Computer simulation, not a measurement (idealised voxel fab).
This section sets out a process module, namely voxel air gaps.
Square cells of 5 nm make up the cross-section cut, whose width is 155 nm.
Heads up, the way a cross-section reads in here is a grid of square cells, handed over as bands from the top down, with every band being one or more rows of cells. The band entry comprises the height of the band's top followed by the height of its bottom, expressed in nm, and subsequently the band's materials from left to right, each stated together with its width in nm. Where a single material is marked with the word "throughout", that material fills the band from edge to edge. The word "empty" represents empty space. Basically, 0 is our baseline, since under it the wafer straight out of the box is all one material. The bottom band has no lower end and keeps on going down, so it looks like "0 nm and below". Note: "30 to 40" means the width goes from the first number (top row of the band) to the second number (bottom row) in equal steps per row of cells. "identical to before" means the step left every cell of the cross-section as it was. Entry "Enclosed void listing" = empty spaces >= 8 cells with no open way to the top; each as width x height at distance, distance from left edge, all nm. Anything after a step's settings on that line? It's the simulator's own note about the step. For masked steps, "overlay nm" on the step line gives how far right of plan the mask actually lay; a minus sign means it lay to the left.

### The planned process steps are enumerated hereunder
- 1: RECEIVE with material Si
- 2: CONFORMAL_DEP with material SiO2, thk nm 15
- 3: CONFORMAL_DEP with material SiCN, thk nm 5
- 4: DIRECTIONAL_DEP with material lowk, thk nm 40
- 5: PATTERN with tone open, mask id LINES, material resist, width nm 15, pitch nm 40, thk nm 20, overlay nm 0
- 6: DIRECTIONAL_ETCH with etch materials lowk, depth nm 40
- 7: STRIP with etch materials resist
- 8: CONFORMAL_DEP with material TiN, thk nm 5
- 9: FILL_DEP with material W, thk nm 10
- 10: CMP with height nm 60
- 11: EPI with material Ru, thk nm 10
- 12: SELECTIVE_ETCH with etch materials lowk, depth nm 50
- 13: CONFORMAL_DEP with material SiCN, thk nm 5
For clarity, it should be stated that the wafers under discussion commence in an identical condition and differ with respect to the width nm of step 5, the plan indicating the value that the first wafer had.

### Cross-section of the first incoming wafer of several, state after step 1
- 0 nm and below  Si throughout
- Enclosed void listing: none

### First of several wafers, sectioned at end of module (last step: step 13)
- 75 nm to 70 nm  empty 15 nm / SiCN 125 nm / empty 15 nm
- 70 nm to 60 nm  empty 15 nm / SiCN 5 nm / Ru 35 nm / SiCN 5 nm / Ru 35 nm / SiCN 5 nm / Ru 35 nm / SiCN 5 nm / empty 15 nm
- 60 nm to 55 nm  empty 15 nm / SiCN 15 nm / TiN 5 nm / W 5 nm / TiN 5 nm / SiCN 25 nm / TiN 5 nm / W 5 nm / TiN 5 nm / SiCN 25 nm / TiN 5 nm / W 5 nm / TiN 5 nm / SiCN 15 nm / empty 15 nm
- 55 nm to 25 nm  empty 25 nm / SiCN 5 nm / TiN 5 nm / W 5 nm / TiN 5 nm / SiCN 5 nm / empty 15 nm / SiCN 5 nm / TiN 5 nm / W 5 nm / TiN 5 nm / SiCN 5 nm / empty 15 nm / SiCN 5 nm / TiN 5 nm / W 5 nm / TiN 5 nm / SiCN 5 nm / empty 25 nm
- 25 nm to 20 nm  SiCN 30 nm / TiN 15 nm / SiCN 25 nm / TiN 15 nm / SiCN 25 nm / TiN 15 nm / SiCN 30 nm
- 20 nm to 15 nm  SiCN throughout
- 15 nm to 0 nm  SiO2 throughout
- 0 nm and below  Si throughout
- Enclosed void listing: 15 x 30 at 50; 15 x 30 at 90

### Sectional view of the last wafer upon completion of the module
- 75 nm to 70 nm  empty 10 nm / SiCN 135 nm / empty 10 nm
- 70 nm to 60 nm  empty 10 nm / SiCN 5 nm / Ru 125 nm / SiCN 5 nm / empty 10 nm
- 60 nm to 55 nm  empty 10 nm / SiCN 15 nm / TiN 5 nm / W 15 nm / TiN 5 nm / lowk 15 nm / TiN 5 nm / W 15 nm / TiN 5 nm / lowk 15 nm / TiN 5 nm / W 15 nm / TiN 5 nm / SiCN 15 nm / empty 10 nm
- 55 nm to 25 nm  empty 20 nm / SiCN 5 nm / TiN 5 nm / W 15 nm / TiN 5 nm / lowk 15 nm / TiN 5 nm / W 15 nm / TiN 5 nm / lowk 15 nm / TiN 5 nm / W 15 nm / TiN 5 nm / SiCN 5 nm / empty 20 nm
- 25 nm to 20 nm  SiCN 25 nm / TiN 25 nm / lowk 15 nm / TiN 25 nm / lowk 15 nm / TiN 25 nm / SiCN 25 nm
- 20 nm to 15 nm  SiCN throughout
- 15 nm to 0 nm  SiO2 throughout
- 0 nm and below  Si throughout
- Enclosed void listing: none

### Heads up, this table goes wafer by wafer. A row tells you, at the end of the module, how many cells of each material that wafer has put on (+) or dropped (-) since it was received, and then its closed voids
width nm 15, +42 Ru, +138 SiCN, +93 SiO2, +51 TiN, +21 W, Enclosed void listing: 15 x 30 at 50; 15 x 30 at 90
width nm 20, +48 Ru, +90 SiCN, +93 SiO2, +54 TiN, +42 W, +64 lowk, Enclosed void listing: none
width nm 25, +50 Ru, +90 SiCN, +93 SiO2, +57 TiN, +63 W, +48 lowk, Enclosed void listing: none
